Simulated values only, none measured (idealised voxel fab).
voxel released beams: a process module
Cross-sectional view cut (width: 165 nm; square cell size: 5 nm).
Notation: cross-section as square-cell grid; stated in bands, top first, going down; one or more cell rows per band.
Heads up on the band format: heights come first, top then bottom, in nm. After that it's the materials left to right, each with its width in nm. A single material flagged "throughout" fills the whole band edge to edge, and "empty" means there's empty space there.
Beneath 0, the wafer as received is one material, and that level is where height counting begins. The lowest band goes on downward without a bottom; it is written like "from 0 down".
Graded width ("30..40"): value in top row of band = first number; value in bottom row = second number; row-to-row change constant.
Where the words "nothing altered" appear for a step, the cross-section shows no cell changed by that step; every cell remained as before.
Closed-off voids of 8+ cells (no open route to the top) go in "Closed internal cavities", written width x height at distance from the left edge, in nm.
Formally, on a step line, whatever follows the settings is a remark that the simulator itself makes on the step.
Steps that use a mask can have "overlay nm" on their line. It says how far the mask sat to the right of where it was meant to be. Negative means to the left.

# Here's what the planned process steps look like
- 1: RECEIVE: material Si
- 2: CONFORMAL_DEP: material SiN, thk nm 10
- 3: DIRECTIONAL_DEP: material SiO2, thk nm 20
- 4: DIRECTIONAL_DEP: material aC, thk nm 15
- 5: PATTERN: tone open, mask id ANCHOR, material resist, width nm 35, thk nm 30, overlay nm 0
- 6: DIRECTIONAL_ETCH: etch materials aC, depth nm 15
- 7: STRIP: etch materials resist
- 8: DIRECTIONAL_ETCH: etch materials SiO2, depth nm 20
- 9: STRIP: etch materials aC
- 10: CONFORMAL_DEP: material polySi, thk nm 15
- 11: DIRECTIONAL_DEP: material aC, thk nm 15
- 12: PATTERN: tone cover, mask id BEAM, material resist, width nm 95, thk nm 35, overlay nm 0
- 13: DIRECTIONAL_ETCH: etch materials aC, depth nm 15
- 14: STRIP: etch materials resist
- 15: DIRECTIONAL_ETCH: etch materials polySi, depth nm 15
- 16: STRIP: etch materials aC
- 17: STRIP: etch materials SiO2

# Cross-section of the wafer upon arrival, representing the state reached after step 1
> from 0 down  Si throughout
> Closed internal cavities: none

# The first of the two wafers as seen in cross-section once the module was finished; processing followed the plan
> from 45 to 30  30 nm empty, 20 nm polySi, 5 nm empty, 70 nm polySi, 40 nm empty
> from 30 to 25  35 nm empty, 15 nm polySi, 5 nm empty, 15 nm polySi, 95 nm empty
> from 25 to 10  35 nm empty, 35 nm polySi, 95 nm empty
> from 10 to 0  SiN throughout
> from 0 down  Si throughout
> Closed internal cavities: none

# second wafer at the end: like start, like plan, one mistake
> from 35 to 25  30 nm empty, 20 nm polySi, 5 nm empty, 70 nm polySi, 40 nm empty
> from 25 to 20  30 nm empty, 95 nm polySi, 40 nm empty
> from 20 to 10  35 nm empty, 35 nm polySi, 95 nm empty
> from 10 to 0  SiN throughout
> from 0 down  Si throughout
> Closed internal cavities: none
Run error: note that step 3 departed from the planned setting and was carried out as DIRECTIONAL_DEP: material SiO2, thk nm 10
Final difference in cells, second wafer against first, listed per material as more or fewer: 12 fewer of polySi
